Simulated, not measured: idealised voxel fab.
process module | voxel ribs on slabs
cross-section cut | 170 nm wide | cells 5 nm
A cross-section is a grid of square cells, given in bands from the top down. A band is one or more rows of cells.
Each band's line starts with the height of the band's top and of its bottom, in nm. Then come its materials from left to right, each with its width in nm. One material with "throughout" fills the band from edge to edge. "air" is empty space.
Height 0 is the level under which the wafer as received is all one material. The lowest band goes on downwards, as in "0 down".
A width such as "30 to 40" changes by the same amount from each row of cells to the next, from the band's top row to its bottom row.
"no change" after a step means that no cell of the cross-section changed.
closed voids: empty space of 8 cells or more with no open way to the top, each as width x height at its distance from the left edge, in nm
after a step's settings: what the simulator itself notes on the step
overlay nm, on a step with a mask: how far to the right of its planned place the mask lay; to the left if negative
plan
1 op RECEIVE | material Si
2 op DIRECTIONAL_DEP | material SiO2 | thk nm 30
3 op DIRECTIONAL_DEP | material polySi | thk nm 25
4 op DIRECTIONAL_DEP | material aC | thk nm 10
5 op PATTERN | tone cover | mask id RIB | material resist | width nm 25 | thk nm 30 | overlay nm 0
6 op DIRECTIONAL_ETCH | etch materials aC | depth nm 10
7 op STRIP | etch materials resist
8 op DIRECTIONAL_ETCH | etch materials polySi | depth nm 10
9 op STRIP | etch materials aC
10 op MASKED_ETCH | tone cover | mask id SLAB | width nm 55 | etch materials polySi | depth nm 15 | overlay nm 0
11 op FILL_DEP | material SiO2 | thk nm 25
12 op CMP | height nm 75
13 op DIRECTIONAL_DEP | material W | thk nm 10
14 op DIRECTIONAL_DEP | material aC | thk nm 15
15 op PATTERN | tone cover | mask id HEATER | material resist | width nm 35 | thk nm 30 | overlay nm 0
16 op DIRECTIONAL_ETCH | etch materials aC | depth nm 15
17 op STRIP | etch materials resist
18 op DIRECTIONAL_ETCH | etch materials W | depth nm 10
19 op STRIP | etch materials aC
20 op CONFORMAL_DEP | material SiO2 | thk nm 5
first wafer, as planned
as received, after step 1
  0 down: Si throughout
  closed voids: none
after step 2
  30 to 0: SiO2 throughout
  below 0: unchanged
after step 3
  55 to 30: polySi throughout
  below 30: unchanged
after step 4
  65 to 55: aC throughout
  below 55: unchanged
after step 5
  95 to 65: air 70 | resist 25 | air 75
  below 65: unchanged
after step 6
  85 to 65: air 70 | resist 25 | air 75
  65 to 55: air 70 | aC 25 | air 75
  below 55: unchanged
after step 7
  65 to 55: air 70 | aC 25 | air 75
  below 55: unchanged
after step 8
  65 to 55: air 70 | aC 25 | air 75
  55 to 45: air 70 | polySi 25 | air 75
  below 45: unchanged
after step 9
  55 to 45: air 70 | polySi 25 | air 75
  below 45: unchanged
after step 10
  55 to 45: air 70 | polySi 25 | air 75
  45 to 30: air 55 | polySi 55 | air 60
  below 30: unchanged
after step 11
  80 to 55: SiO2 throughout
  55 to 45: SiO2 70 | polySi 25 | SiO2 75
  45 to 30: SiO2 55 | polySi 55 | SiO2 60
  below 30: unchanged
after step 12
  75 to 55: SiO2 throughout
  below 55: unchanged
after step 13
  85 to 75: W throughout
  below 75: unchanged
after step 14
  100 to 85: aC throughout
  below 85: unchanged
after step 15
  130 to 100: air 65 | resist 35 | air 70
  below 100: unchanged
after step 16
  115 to 100: air 65 | resist 35 | air 70
  100 to 85: air 65 | aC 35 | air 70
  below 85: unchanged
after step 17
  100 to 85: air 65 | aC 35 | air 70
  below 85: unchanged
after step 18
  100 to 85: air 65 | aC 35 | air 70
  85 to 75: air 65 | W 35 | air 70
  below 75: unchanged
after step 19
  85 to 75: air 65 | W 35 | air 70
  below 75: unchanged
after step 20
  90 to 85: air 60 | SiO2 45 | air 65
  85 to 80: air 60 | SiO2 5 | W 35 | SiO2 5 | air 65
  80 to 75: SiO2 65 | W 35 | SiO2 70
  below 75: unchanged
second wafer: like start, like plan, one mistake. Through step 12 it matches the first wafer
when step 13 should have ended
  85 to 75: polySi throughout
  below 75: unchanged
when step 14 should have ended
  100 to 85: aC throughout
  below 85: unchanged
when step 15 should have ended
  130 to 100: air 65 | resist 35 | air 70
  below 100: unchanged
when step 16 should have ended
  115 to 100: air 65 | resist 35 | air 70
  100 to 85: air 65 | aC 35 | air 70
  below 85: unchanged
when step 17 should have ended
  100 to 85: air 65 | aC 35 | air 70
  below 85: unchanged
when step 18 should have ended: no change
when step 19 should have ended
  85 to 75: polySi throughout
  below 75: unchanged
when step 20 should have ended
  90 to 85: SiO2 throughout
  below 85: unchanged
what went wrong: step 13 ran as: op DIRECTIONAL_DEP | material polySi | thk nm 10
at the end the second wafer has, in cells: 4 fewer of SiO2 | 14 fewer of W | 68 more of polySi
